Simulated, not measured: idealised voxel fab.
The following process module bears the name voxel double patterning.
Square cells of 5 nm make up the cross-section cut, whose width is 295 nm.
The cross-sections in this document take the form of a grid made of square cells. They are written out as bands, in order from top to bottom. Each band consists of one or more rows of cells.
Within each band entry, the heights of the top and of the bottom of the band appear first, in that order and in nm; the materials of the band then follow from left to right, each with its corresponding width in nm. The designation "throughout" on a single material indicates that it fills the band from edge to edge; the designation "air" indicates empty space.
Heights from 0 (as-received wafer is one material below). Bottom band endless downward, as "z 0 and below".
So if you see something like "30 to 40" for the width, read it as the top row of the band sitting at the first number and the bottom row at the second, with every row in between moving by the same amount as the last.
Given "same as before" for a step, no cell of the cross-section differs between before and after that step.
Reported under the label "Enclosed void entries" are the empty spaces having no open way to the top and comprising 8 cells or more; the notation for each is width x height at distance, in which the distance is measured from the left edge and all three values are in nm.
Formally, on a step line, whatever follows the settings is a remark that the simulator itself makes on the step.
overlay nm: on a step with a mask, how far right of its planned place the mask lay; negative means left.
### The following list gives the planned process steps
1) RECEIVE [material Si]
2) CONFORMAL_DEP [material SiN] [thk nm 10]
3) DIRECTIONAL_DEP [material SiO2] [thk nm 15]
4) DIRECTIONAL_DEP [material SiCN] [thk nm 5]
5) PATTERN [tone open] [mask id FIRST] [material resist] [width nm 15] [pitch nm 50] [thk nm 15] [overlay nm 0]
6) DIRECTIONAL_ETCH [etch materials SiCN] [depth nm 5]
7) STRIP [etch materials resist]
8) DIRECTIONAL_DEP [material aC] [thk nm 10]
9) PATTERN [tone open] [mask id SECOND] [material resist] [width nm 15] [thk nm 30] [overlay nm 0]
10) DIRECTIONAL_ETCH [etch materials aC] [depth nm 10]
11) STRIP [etch materials resist]
12) DIRECTIONAL_ETCH [etch materials SiCN] [depth nm 5]
13) STRIP [etch materials aC]
14) DIRECTIONAL_ETCH [etch materials SiO2] [depth nm 15]
15) STRIP [etch materials SiCN]
### Wafer, first of two, run as planned
### The cross-section here shows the wafer as received, i.e. in its state after step 1
z 0 and below | Si throughout
Enclosed void entries: none
### after step 2
z 10 to 0 | SiN throughout
Nothing below the height 0 has changed.
### after step 3
z 25 to 10 | SiO2 throughout
Nothing below the height 10 has changed.
### after step 4
z 30 to 25 | SiCN throughout
Nothing below the height 25 has changed.
### after step 5
z 45 to 30 | 115 resist, then 15 air, then 35 resist, then 15 air, then 115 resist
Nothing below the height 30 has changed.
### after step 6
z 45 to 30 | 115 resist, then 15 air, then 35 resist, then 15 air, then 115 resist
z 30 to 25 | 115 SiCN, then 15 air, then 35 SiCN, then 15 air, then 115 SiCN
Nothing below the height 25 has changed.
### after step 7
z 30 to 25 | 115 SiCN, then 15 air, then 35 SiCN, then 15 air, then 115 SiCN
Nothing below the height 25 has changed.
### after step 8
z 40 to 35 | 115 aC, then 15 air, then 35 aC, then 15 air, then 115 aC
z 35 to 30 | aC throughout
z 30 to 25 | 115 SiCN, then 15 aC, then 35 SiCN, then 15 aC, then 115 SiCN
Nothing below the height 25 has changed.
### after step 9
z 70 to 40 | 140 resist, then 15 air, then 140 resist
z 40 to 35 | 115 aC, then 15 resist, then 35 aC, then 15 resist, then 115 aC
Nothing below the height 35 has changed.
### after step 10
z 60 to 40 | 140 resist, then 15 air, then 140 resist
z 40 to 35 | 115 aC, then 15 resist, then 10 aC, then 15 air, then 10 aC, then 15 resist, then 115 aC
z 35 to 30 | 140 aC, then 15 air, then 140 aC
Nothing below the height 30 has changed.
### after step 11
z 40 to 35 | 115 aC, then 15 air, then 10 aC, then 15 air, then 10 aC, then 15 air, then 115 aC
Nothing below the height 35 has changed.
### after step 12
z 40 to 35 | 115 aC, then 15 air, then 10 aC, then 15 air, then 10 aC, then 15 air, then 115 aC
z 35 to 30 | 140 aC, then 15 air, then 140 aC
z 30 to 25 | 115 SiCN, then 15 aC, then 10 SiCN, then 15 air, then 10 SiCN, then 15 aC, then 115 SiCN
Nothing below the height 25 has changed.
### after step 13
z 30 to 25 | 115 SiCN, then 15 air, then 10 SiCN, then 15 air, then 10 SiCN, then 15 air, then 115 SiCN
Nothing below the height 25 has changed.
### after step 14
z 30 to 25 | 115 SiCN, then 15 air, then 10 SiCN, then 15 air, then 10 SiCN, then 15 air, then 115 SiCN
z 25 to 10 | 115 SiO2, then 15 air, then 10 SiO2, then 15 air, then 10 SiO2, then 15 air, then 115 SiO2
Nothing below the height 10 has changed.
### after step 15
z 25 to 10 | 115 SiO2, then 15 air, then 10 SiO2, then 15 air, then 10 SiO2, then 15 air, then 115 SiO2
Nothing below the height 10 has changed.
### Wafer two. Identical start, identical plan. One mistake in execution. Identical history through step 8
### What the second wafer looks like in cross-section when step 9 should have wrapped up
z 70 to 40 | 140 resist, then 20 air, then 135 resist
z 40 to 35 | 115 aC, then 15 resist, then 35 aC, then 15 resist, then 115 aC
Nothing below the height 35 has changed.
### What the second wafer looks like in cross-section when step 10 should have wrapped up
z 60 to 40 | 140 resist, then 20 air, then 135 resist
z 40 to 35 | 115 aC, then 15 resist, then 10 aC, then 20 air, then 5 aC, then 15 resist, then 115 aC
z 35 to 30 | 140 aC, then 20 air, then 135 aC
Nothing below the height 30 has changed.
### What the second wafer looks like in cross-section when step 11 should have wrapped up
z 40 to 35 | 115 aC, then 15 air, then 10 aC, then 20 air, then 5 aC, then 15 air, then 115 aC
Nothing below the height 35 has changed.
### What the second wafer looks like in cross-section when step 12 should have wrapped up
z 40 to 35 | 115 aC, then 15 air, then 10 aC, then 20 air, then 5 aC, then 15 air, then 115 aC
z 35 to 30 | 140 aC, then 20 air, then 135 aC
z 30 to 25 | 115 SiCN, then 15 aC, then 10 SiCN, then 20 air, then 5 SiCN, then 15 aC, then 115 SiCN
Nothing below the height 25 has changed.
### What the second wafer looks like in cross-section when step 13 should have wrapped up
z 30 to 25 | 115 SiCN, then 15 air, then 10 SiCN, then 20 air, then 5 SiCN, then 15 air, then 115 SiCN
Nothing below the height 25 has changed.
### What the second wafer looks like in cross-section when step 14 should have wrapped up
z 30 to 25 | 115 SiCN, then 15 air, then 10 SiCN, then 20 air, then 5 SiCN, then 15 air, then 115 SiCN
z 25 to 10 | 115 SiO2, then 15 air, then 10 SiO2, then 20 air, then 5 SiO2, then 15 air, then 115 SiO2
Nothing below the height 10 has changed.
### What the second wafer looks like in cross-section when step 15 should have wrapped up
z 25 to 10 | 115 SiO2, then 15 air, then 10 SiO2, then 20 air, then 5 SiO2, then 15 air, then 115 SiO2
Nothing below the height 10 has changed.
Deviation from plan: step 9: run off-plan, actual operation and settings PATTERN [tone open] [mask id SECOND] [material resist] [width nm 20] [thk nm 30] [overlay nm 0]
Count the cells at the end and the second wafer has more or fewer of some materials than the first: SiO2 -3
